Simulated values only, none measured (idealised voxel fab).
This is a process module. Its name is voxel gate over fins.
Square cell edge 5 nm, section width 235 nm, ID cut.
Bands, listed from the top down, are how a cross-section gets written in this document; the cross-section itself is a grid of square cells, and a band is one or more rows of them.
Heights first: top, then bottom, in nm. Then materials, left to right, each with a width in nm. "all across" on a single material: fills the band edge to edge. "blank": empty space.
Basically, 0 is our baseline, since under it the wafer straight out of the box is all one material. The bottom band has no lower end and keeps on going down, so it looks like "from 0 down".
Per-row width for "30->40": begins at first number (top row of band), ends at second number (bottom row), increment between rows held constant.
"no alteration", as given for a step, is the statement that not any cell of the cross-section underwent a change during that step.
Reported under the label "Closed void inventory" are the empty spaces having no open way to the top and comprising 8 cells or more; the notation for each is width x height at distance, in which the distance is measured from the left edge and all three values are in nm.
Past the settings on a step's line: simulator remark, on that step.
The "overlay nm" setting may appear on a step's line; for a step that uses a mask, it gives how far to the right of its planned position the mask lay, and a negative value indicates the left.

-- Set out below are the planned steps of the process
| 1 | RECEIVE, material Si |
| 2 | CONFORMAL_DEP, material SiN, thk nm 10 |
| 3 | DIRECTIONAL_DEP, material aC, thk nm 15 |
| 4 | PATTERN, tone cover, mask id FINS, material resist, width nm 15, pitch nm 50, thk nm 30, overlay nm 0 |
| 5 | DIRECTIONAL_ETCH, etch materials aC, depth nm 15 |
| 6 | STRIP, etch materials resist |
| 7 | DIRECTIONAL_ETCH, etch materials SiN, depth nm 10 |
| 8 | DIRECTIONAL_ETCH, etch materials Si, depth nm 30 |
| 9 | STRIP, etch materials aC |
| 10 | FILL_DEP, material SiO2, thk nm 5 |
| 11 | CMP, height nm 10 |
| 12 | DIRECTIONAL_DEP, material aC, thk nm 15 |
| 13 | PATTERN, tone open, mask id RAIL, material resist, width nm 15, thk nm 30, overlay nm 0 |
| 14 | DIRECTIONAL_ETCH, etch materials aC, depth nm 15 |
| 15 | STRIP, etch materials resist |
| 16 | DIRECTIONAL_ETCH, etch materials SiO2, depth nm 35 |
| 17 | STRIP, etch materials aC |
| 18 | CONFORMAL_DEP, material TiN, thk nm 5 |
| 19 | FILL_DEP, material W, thk nm 10 |
| 20 | CMP, height nm 10 |
| 21 | SELECTIVE_ETCH, etch materials W Ru TiN, depth nm 25 |
| 22 | FILL_DEP, material SiO2, thk nm 5 |
| 23 | CMP, height nm 10 |
| 24 | SELECTIVE_ETCH, etch materials SiO2, depth nm 20 |
| 25 | STRIP, etch materials SiN |
| 26 | CONFORMAL_DEP, material HfO2, thk nm 5 |
| 27 | CONFORMAL_DEP, material TiN, thk nm 5 |
| 28 | FILL_DEP, material W, thk nm 10 |
| 29 | CMP, height nm 15 |
| 30 | CONFORMAL_DEP, material SiCN, thk nm 10 |

-- Cross-section of the wafer at receipt, which is the condition after step 1
> from 0 down: Si all across
> Closed void inventory: none

-- Result of the module, cross-sectioned: start per above, plan per above, one error in how it was run
> from 25 to 15: SiCN all across
> from 15 to 10: W all across
> from 10 to 5: 50 of W, 35 of HfO2, 15 of W, 35 of HfO2, 15 of W, 35 of HfO2, 50 of W
> from 5 to 0: 50 of W, 5 of HfO2, 25 of TiN, 5 of HfO2, 15 of W, 5 of HfO2, 25 of TiN, 5 of HfO2, 15 of W, 5 of HfO2, 25 of TiN, 5 of HfO2, 50 of W
> from 0 to -5: 55 of HfO2, 5 of TiN, 15 of Si, 5 of TiN, 25 of HfO2, 5 of TiN, 15 of Si, 5 of TiN, 25 of HfO2, 5 of TiN, 15 of Si, 5 of TiN, 55 of HfO2
> from -5 to -10: 60 of TiN, 15 of Si, 35 of TiN, 15 of Si, 35 of TiN, 15 of Si, 60 of TiN
> from -10 to -15: 60 of SiO2, 15 of Si, 35 of SiO2, 15 of Si, 35 of SiO2, 15 of Si, 60 of SiO2
> from -15 to -20: 60 of SiO2, 15 of Si, 10 of SiO2, 5 of TiN, 5 of W, 5 of TiN, 10 of SiO2, 15 of Si, 35 of SiO2, 15 of Si, 60 of SiO2
> from -20 to -25: 60 of SiO2, 15 of Si, 10 of SiO2, 15 of TiN, 10 of SiO2, 15 of Si, 35 of SiO2, 15 of Si, 60 of SiO2
> from -25 to -30: 60 of SiO2, 15 of Si, 35 of SiO2, 15 of Si, 35 of SiO2, 15 of Si, 60 of SiO2
> from -30 down: Si all across
> Closed void inventory: none
What broke from the plan during processing? steps 26 and 27 traded places in the executed sequence
